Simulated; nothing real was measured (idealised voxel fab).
process module | voxel plated lines
cross-section cut | 270 nm wide | cells 5 nm
A cross-section is a grid of square cells, given in bands from the top down. A band is one or more rows of cells.
Each band's line starts with the height of the band's top and of its bottom, in nm. Then come its materials from left to right, each with its width in nm. One material with "throughout" fills the band from edge to edge. "air" is empty space.
Height 0 is the level under which the wafer as received is all one material. The lowest band goes on downwards, as in "0 down".
A width such as "30 to 40" changes by the same amount from each row of cells to the next, from the band's top row to its bottom row.
"no change" after a step means that no cell of the cross-section changed.
closed voids: empty space of 8 cells or more with no open way to the top, each as width x height at its distance from the left edge, in nm
after a step's settings: what the simulator itself notes on the step
overlay nm, on a step with a mask: how far to the right of its planned place the mask lay; to the left if negative
plan
1 op RECEIVE | material Si
2 op CONFORMAL_DEP | material SiO2 | thk nm 15
3 op DIRECTIONAL_DEP | material TiN | thk nm 5
4 op PATTERN | tone open | mask id LINES | material resist | width nm 15 | pitch nm 40 | thk nm 25 | overlay nm 0
5 op EPI | material Ru | thk nm 5
6 op EPI | material Ru | thk nm 10
7 op STRIP | etch materials resist
8 op DIRECTIONAL_ETCH | etch materials TiN | depth nm 5
9 op CONFORMAL_DEP | material SiCN | thk nm 5
as received, after step 1
  0 down: Si throughout
  closed voids: none
a wafer at the end: this start, this plan, one mistake
  25 to 15: SiCN throughout
  15 to 0: SiO2 throughout
  0 down: Si throughout
  closed voids: none
what went wrong: step 3 ran as: op DIRECTIONAL_DEP | material SiCN | thk nm 5
